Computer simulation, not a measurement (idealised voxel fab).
process module | voxel released beams
cross-section cut | 215 nm wide | cells 5 nm
A cross-section is a grid of square cells, given in bands from the top down. A band is one or more rows of cells.
Each band's line starts with the height of the band's top and of its bottom, in nm. Then come its materials from left to right, each with its width in nm. One material with "throughout" fills the band from edge to edge. "air" is empty space.
Height 0 is the level under which the wafer as received is all one material. The lowest band goes on downwards, as in "0 down".
A width such as "30 to 40" changes by the same amount from each row of cells to the next, from the band's top row to its bottom row.
"no change" after a step means that no cell of the cross-section changed.
closed voids: empty space of 8 cells or more with no open way to the top, each as width x height at its distance from the left edge, in nm
after a step's settings: what the simulator itself notes on the step
overlay nm, on a step with a mask: how far to the right of its planned place the mask lay; to the left if negative
plan
1 op RECEIVE | material Si
2 op CONFORMAL_DEP | material Al2O3 | thk nm 5
3 op DIRECTIONAL_DEP | material SiO2 | thk nm 10
4 op PATTERN | tone open | mask id ANCHOR | material resist | width nm 45 | thk nm 15 | overlay nm 0
5 op DIRECTIONAL_ETCH | etch materials SiO2 | depth nm 10
6 op STRIP | etch materials resist
7 op CONFORMAL_DEP | material polySi | thk nm 15
8 op PATTERN | tone cover | mask id BEAM | material resist | width nm 125 | thk nm 15 | overlay nm 0
9 op DIRECTIONAL_ETCH | etch materials polySi | depth nm 15
10 op STRIP | etch materials resist
11 op STRIP | etch materials SiO2
as received, after step 1
  0 down: Si throughout
  closed voids: none
a wafer at the end: this start, this plan, one mistake
  25 to 15: air 40 | polySi 20 | air 15 | polySi 90 | air 50
  15 to 10: air 40 | polySi 125 | air 50
  10 to 0: air 45 | polySi 45 | air 125
  0 down: Si throughout
  closed voids: none
what went wrong: step 2 was left out
